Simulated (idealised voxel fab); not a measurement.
The following is a process module called voxel released beams.
It is cross-section cut that appears here, measuring 290 nm in width, its square cells being 5 nm in size.
For the purposes of this document, a cross-section shall be understood as a grid of square cells, specified as bands listed in top-to-bottom order, each band consisting of one or more rows of cells.
Quick guide to a band line: top height, bottom height (nm) up front; then every material left to right with its width in nm. Only one material and it's marked "edge to edge"? Then it fills the band edge to edge. And "blank" just means empty space.
Ref level 0: as-received wafer is one material below here. Bottom band extends down with no lower bound ("0 down").
The width entry "30 to 40" should be interpreted row by row: the top row of cells in the band takes the first number, the bottom row takes the second number, and the change between adjacent rows is uniform throughout.
You'll sometimes find "no modification" written for a step, and that's the way of saying that nowhere in the cross-section did a cell change during that step.
Reported under the label "Sealed void inventory" are the empty spaces having no open way to the top and comprising 8 cells or more; the notation for each is width x height at distance, in which the distance is measured from the left edge and all three values are in nm.
Note: text after step settings on the step line = simulator remark on that step.
overlay nm: for a step with a mask, the amount by which the mask lay right of where it was planned; a negative amount means left of it.

Planned step list for the process
1 RECEIVE [material Si]
2 CONFORMAL_DEP [material Al2O3] [thk nm 5]
3 DIRECTIONAL_DEP [material SiO2] [thk nm 15]
4 PATTERN [tone open] [mask id ANCHOR] [material resist] [width nm 25] [thk nm 15] [overlay nm 0]
5 DIRECTIONAL_ETCH [etch materials SiO2] [depth nm 15]
6 STRIP [etch materials resist]
7 CONFORMAL_DEP [material polySi] [thk nm 10]
8 MASKED_ETCH [tone cover] [mask id BEAM] [width nm 95] [etch materials polySi] [depth nm 10] [overlay nm 0]
9 STRIP [etch materials SiO2]

First of two wafers: run as planned

Here's what the wafer looked like in cross-section when it arrived - that's after step 1
  0 down | Si edge to edge
  Sealed void inventory: none

The wafer in cross-section once step 2 is complete
  5 to 0 | Al2O3 edge to edge
  Below a height of 0, the structure has not been altered.

The wafer in cross-section once step 3 is complete
  20 to 5 | SiO2 edge to edge
  Below a height of 5, the structure has not been altered.

The wafer in cross-section once step 4 is complete
  35 to 20 | 100 nm resist, 25 nm blank, 165 nm resist
  Below a height of 20, the structure has not been altered.

The wafer in cross-section once step 5 is complete
  35 to 20 | 100 nm resist, 25 nm blank, 165 nm resist
  20 to 5 | 100 nm SiO2, 25 nm blank, 165 nm SiO2
  Below a height of 5, the structure has not been altered.

The wafer in cross-section once step 6 is complete
  20 to 5 | 100 nm SiO2, 25 nm blank, 165 nm SiO2
  Below a height of 5, the structure has not been altered.

The wafer in cross-section once step 7 is complete
  30 to 20 | 110 nm polySi, 5 nm blank, 175 nm polySi
  20 to 15 | 100 nm SiO2, 10 nm polySi, 5 nm blank, 10 nm polySi, 165 nm SiO2
  15 to 5 | 100 nm SiO2, 25 nm polySi, 165 nm SiO2
  Below a height of 5, the structure has not been altered.

The wafer in cross-section once step 8 is complete
  30 to 20 | 95 nm blank, 15 nm polySi, 5 nm blank, 75 nm polySi, 100 nm blank
  Below a height of 20, the structure has not been altered.

The wafer in cross-section once step 9 is complete
  30 to 20 | 95 nm blank, 15 nm polySi, 5 nm blank, 75 nm polySi, 100 nm blank
  20 to 15 | 100 nm blank, 10 nm polySi, 5 nm blank, 10 nm polySi, 165 nm blank
  15 to 5 | 100 nm blank, 25 nm polySi, 165 nm blank
  Below a height of 5, the structure has not been altered.

Now the other wafer: same start, same recipe, but we messed up one thing when running it. Up to and including step 8 it's the same as the first one

Cross-sectional representation of the second wafer at the time designated in the plan for the completion of step 9
  30 to 20 | 95 nm blank, 15 nm polySi, 5 nm blank, 75 nm polySi, 100 nm blank
  20 to 15 | 100 nm blank, 10 nm polySi, 5 nm blank, 10 nm polySi, 165 nm blank
  15 to 5 | 100 nm blank, 25 nm polySi, 165 nm blank
  Below a height of 5, the structure has not been altered.
Deviation from plan: twice, step 9 of the plan was run
Honestly, by the end the two wafers have the same cross-section, so the mistake just doesn't show up in what this model computes.
